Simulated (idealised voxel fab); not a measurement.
This is a process module. Its name is voxel air gaps.
185 nm wide, 5 nm square cells: that's cross-section cut.
Each cross-section below is a grid of square cells, stated as bands in top-down order, with one or more rows of cells making up each band.
Each band's line starts with the height of the band's top and of its bottom, in nm. Then come its materials from left to right, each with its width in nm. One material with "everywhere" fills the band from edge to edge. "air" is empty space.
Heights from 0 (as-received wafer is one material below). Bottom band endless downward, as "from 0 down".
Think of "30..40" as a width that walks from the first number to the second as you go down the band, top row to bottom row, taking equal-sized steps from row to row.
You'll sometimes find "no modifications" written for a step, and that's the way of saying that nowhere in the cross-section did a cell change during that step.
This entry, "Closed internal cavities", enumerates those empty regions of no fewer than 8 cells that possess no open connection to the top. Each region is reported in the form width x height at distance, the distance being taken from the left edge, with all three quantities expressed in nm.
Whatever follows a step's settings on its line is a remark the simulator itself makes about that step.
overlay nm: step with mask; distance mask lay right of planned place; negative value = left of planned place.

Plan:
step 1: RECEIVE (material Si)
step 2: CONFORMAL_DEP (material SiO2; thk nm 10)
step 3: CONFORMAL_DEP (material SiCN; thk nm 5)
step 4: DIRECTIONAL_DEP (material SiO2; thk nm 30)
step 5: PATTERN (tone open; mask id LINES; material resist; width nm 20; pitch nm 50; thk nm 20; overlay nm 0)
step 6: DIRECTIONAL_ETCH (etch materials SiO2; depth nm 30)
step 7: STRIP (etch materials resist)
step 8: CONFORMAL_DEP (material TiN; thk nm 5)
step 9: FILL_DEP (material Cu; thk nm 5)
step 10: CMP (height nm 45)
step 11: EPI (material Ru; thk nm 10)
step 12: SELECTIVE_ETCH (etch materials SiO2; depth nm 40)
step 13: CONFORMAL_DEP (material SiCN; thk nm 5)

As received (post step 1): cross-section:
> from 0 down = Si everywhere
> Closed internal cavities: none

Looking at the first of two wafers in cross-section at end of module - ran to plan:
> from 60 to 55 = 15 nm air, then 150 nm SiCN, then 20 nm air
> from 55 to 45 = 15 nm air, then 5 nm SiCN, then 40 nm Ru, then 10 nm SiCN, then 40 nm Ru, then 10 nm SiCN, then 40 nm Ru, then 5 nm SiCN, then 20 nm air
> from 45 to 40 = 15 nm air, then 15 nm SiCN, then 5 nm TiN, then 10 nm Cu, then 5 nm TiN, then 30 nm SiCN, then 5 nm TiN, then 10 nm Cu, then 5 nm TiN, then 30 nm SiCN, then 5 nm TiN, then 10 nm Cu, then 5 nm TiN, then 15 nm SiCN, then 20 nm air
> from 40 to 20 = 25 nm air, then 5 nm SiCN, then 5 nm TiN, then 10 nm Cu, then 5 nm TiN, then 5 nm SiCN, then 20 nm air, then 5 nm SiCN, then 5 nm TiN, then 10 nm Cu, then 5 nm TiN, then 5 nm SiCN, then 20 nm air, then 5 nm SiCN, then 5 nm TiN, then 10 nm Cu, then 5 nm TiN, then 5 nm SiCN, then 30 nm air
> from 20 to 15 = 30 nm SiCN, then 20 nm TiN, then 30 nm SiCN, then 20 nm TiN, then 30 nm SiCN, then 20 nm TiN, then 35 nm SiCN
> from 15 to 10 = SiCN everywhere
> from 10 to 0 = SiO2 everywhere
> from 0 down = Si everywhere
> Closed internal cavities: 20 x 20 at 55; 20 x 20 at 105

So this is wafer number two of the two, cut at the end of the module - it started where the first did and had the same plan, we just got one thing wrong running it:
> from 55 to 50 = 15 nm air, then 150 nm SiCN, then 20 nm air
> from 50 to 40 = 15 nm air, then 5 nm SiCN, then 40 nm Ru, then 10 nm SiCN, then 40 nm Ru, then 10 nm SiCN, then 40 nm Ru, then 5 nm SiCN, then 20 nm air
> from 40 to 35 = 15 nm air, then 15 nm SiCN, then 5 nm TiN, then 10 nm Cu, then 5 nm TiN, then 30 nm SiCN, then 5 nm TiN, then 10 nm Cu, then 5 nm TiN, then 30 nm SiCN, then 5 nm TiN, then 10 nm Cu, then 5 nm TiN, then 15 nm SiCN, then 20 nm air
> from 35 to 20 = 25 nm air, then 5 nm SiCN, then 5 nm TiN, then 10 nm Cu, then 5 nm TiN, then 5 nm SiCN, then 20 nm air, then 5 nm SiCN, then 5 nm TiN, then 10 nm Cu, then 5 nm TiN, then 5 nm SiCN, then 20 nm air, then 5 nm SiCN, then 5 nm TiN, then 10 nm Cu, then 5 nm TiN, then 5 nm SiCN, then 30 nm air
> from 20 to 15 = 30 nm SiCN, then 20 nm TiN, then 30 nm SiCN, then 20 nm TiN, then 30 nm SiCN, then 20 nm TiN, then 35 nm SiCN
> from 15 to 10 = SiCN everywhere
> from 10 to 0 = SiO2 everywhere
> from 0 down = Si everywhere
> Closed internal cavities: 20 x 15 at 55; 20 x 15 at 105
Short version of what went wrong: not per plan at step 10, really ran CMP (height nm 40)
The closing comparison, in cells, has the second wafer with more or fewer of some materials than the first: 6 fewer of Cu; 6 fewer of SiCN; 6 fewer of TiN
